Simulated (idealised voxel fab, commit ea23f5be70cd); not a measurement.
The process module presented herein is designated voxel capacitor over wiring.
Square cells of 5 nm make up the cross-section cut, whose width is 160 nm.
In this document a cross-section is written as a grid of square cells. It is given as a series of bands, listed from the top down, and a band is one or more rows of cells.
First you get the band's top height and its bottom height, in nm, and then the materials it's made of, left to right, with each width in nm. If you see a single material with "full width", that one covers the band edge to edge. "blank" is empty space.
Measure heights from 0. That's the level where, below it, the as-received wafer is all one material. The lowest band is bottomless and extends downward; write it as in "z 0 and below".
Note: "30..40" means the width goes from the first number (top row of the band) to the second number (bottom row) in equal steps per row of cells.
Basically "everything unchanged" means that step didn't change any cell in the cross-section.
In the "Completely enclosed voids" entry, you get each enclosed empty space of 8 cells or more, one with no open way to the top, written width x height at distance, distance from the left edge, in nm.
Text after the settings on a step's line: the simulator's own remark on that step.
"overlay nm" denotes, for a step that has a mask, the displacement of the mask to the right of its planned place, with negative values corresponding to the left.

Steps planned for the process
step 1: op RECEIVE | material Si
step 2: op CONFORMAL_DEP | material SiO2 | thk nm 10
step 3: op DIRECTIONAL_DEP | material TiN | thk nm 5
step 4: op DIRECTIONAL_DEP | material Ru | thk nm 15
step 5: op MASKED_ETCH | tone cover | mask id METAL_1 | width nm 20 | pitch nm 90 | etch materials Ru | depth nm 15 | overlay nm 0
step 6: op MASKED_ETCH | tone cover | mask id METAL_1 | width nm 20 | pitch nm 90 | etch materials TiN | depth nm 5 | overlay nm 0
step 7: op CONFORMAL_DEP | material SiN | thk nm 5
step 8: op FILL_DEP | material lowk | thk nm 5
step 9: op CMP | height nm 30
step 10: op CONFORMAL_DEP | material SiCN | thk nm 5
step 11: op DIRECTIONAL_DEP | material lowk | thk nm 20
step 12: op DIRECTIONAL_DEP | material aC | thk nm 10
step 13: op PATTERN | tone open | mask id PLUG_1 | material resist | width nm 15 | thk nm 25 | overlay nm 0
step 14: op DIRECTIONAL_ETCH | etch materials aC | depth nm 10
step 15: op STRIP | etch materials resist
step 16: op DIRECTIONAL_ETCH | etch materials lowk | depth nm 20
step 17: op DIRECTIONAL_ETCH | etch materials SiCN | depth nm 5
step 18: op STRIP | etch materials aC
step 19: op EPI | material Ru | thk nm 10
step 20: op EPI | material Ru | thk nm 10
step 21: op EPI | material Ru | thk nm 5
step 22: op DIRECTIONAL_DEP | material TiN | thk nm 10
step 23: op DIRECTIONAL_DEP | material Al2O3 | thk nm 5
step 24: op DIRECTIONAL_DEP | material TiN | thk nm 10
step 25: op MASKED_ETCH | tone cover | mask id UPPER_PLATE | width nm 75 | etch materials TiN | depth nm 10 | overlay nm 0
step 26: op MASKED_ETCH | tone cover | mask id UPPER_PLATE | width nm 75 | etch materials Al2O3 | depth nm 5 | overlay nm 0
step 27: op DIRECTIONAL_DEP | material aC | thk nm 15
step 28: op PATTERN | tone cover | mask id LOWER_PLATE | material resist | width nm 85 | thk nm 35 | overlay nm 0
step 29: op DIRECTIONAL_ETCH | etch materials aC | depth nm 15
step 30: op STRIP | etch materials resist
step 31: op DIRECTIONAL_ETCH | etch materials TiN | depth nm 10
step 32: op STRIP | etch materials aC
step 33: op FILL_DEP | material SiO2 | thk nm 20
step 34: op CMP | height nm 95
step 35: op PATTERN | tone open | mask id PLUG_2 | material resist | width nm 15 | thk nm 20 | overlay nm 0
step 36: op DIRECTIONAL_ETCH | etch materials SiO2 | depth nm 15
step 37: op STRIP | etch materials resist
step 38: op CONFORMAL_DEP | material TiN | thk nm 5
step 39: op FILL_DEP | material Cu | thk nm 5
step 40: op CMP | height nm 95
step 41: op CONFORMAL_DEP | material SiCN | thk nm 5

Incoming wafer, cross-sectional view, post step 1
* z 0 and below = Si full width
* Completely enclosed voids: none

End-of-module XS, first of two wafers, run as planned
* z 100 to 95 = SiCN full width
* z 95 to 85 = SiO2: 40, TiN: 5, Cu: 5, TiN: 5, SiO2: 105
* z 85 to 80 = SiO2: 40, TiN: 15, SiO2: 105
* z 80 to 70 = SiO2: 30, TiN: 75, SiO2: 55
* z 70 to 65 = SiO2: 30, Al2O3: 75, SiO2: 55
* z 65 to 55 = SiO2: 25, TiN: 85, SiO2: 50
* z 55 to 35 = lowk: 30, Ru: 15, lowk: 115
* z 35 to 30 = SiCN: 30, Ru: 15, SiCN: 115
* z 30 to 15 = lowk: 20, SiN: 5, Ru: 20, SiN: 5, lowk: 60, SiN: 5, Ru: 20, SiN: 5, lowk: 20
* z 15 to 10 = SiN: 25, TiN: 20, SiN: 70, TiN: 20, SiN: 25
* z 10 to 0 = SiO2 full width
* z 0 and below = Si full width
* Completely enclosed voids: none

The second wafer, shown in cross-section after the module: started the same way as the first and given the same plan, yet one mistake crept into how it was run
* z 100 to 95 = SiCN full width
* z 95 to 85 = SiO2: 40, TiN: 5, Cu: 5, TiN: 5, SiO2: 105
* z 85 to 75 = SiO2: 40..45, TiN: 15..60, SiO2: 105..55
* z 75 to 70 = SiO2: 30, TiN: 75, SiO2: 55
* z 70 to 65 = SiO2: 30, TiN: 15, Al2O3: 60, SiO2: 55
* z 65 to 60 = SiO2: 25, TiN: 5, Al2O3: 15, TiN: 65, SiO2: 50
* z 60 to 55 = SiO2: 25, TiN: 85, SiO2: 50
* z 55 to 50 = SiCN: 30, TiN: 15, SiCN: 115
* z 50 to 30 = lowk full width
* z 30 to 15 = lowk: 20, SiN: 5, Ru: 20, SiN: 5, lowk: 60, SiN: 5, Ru: 20, SiN: 5, lowk: 20
* z 15 to 10 = SiN: 25, TiN: 20, SiN: 70, TiN: 20, SiN: 25
* z 10 to 0 = SiO2 full width
* z 0 and below = Si full width
* Completely enclosed voids: none
In executing the process, a mistake was made relative to the plan: step 10 ran in the slot meant for step 11, and vice versa
Wafer comparison, final, in cells, second relative to first, materials more or fewer: -15 Ru | +3 SiO2 | +12 lowk
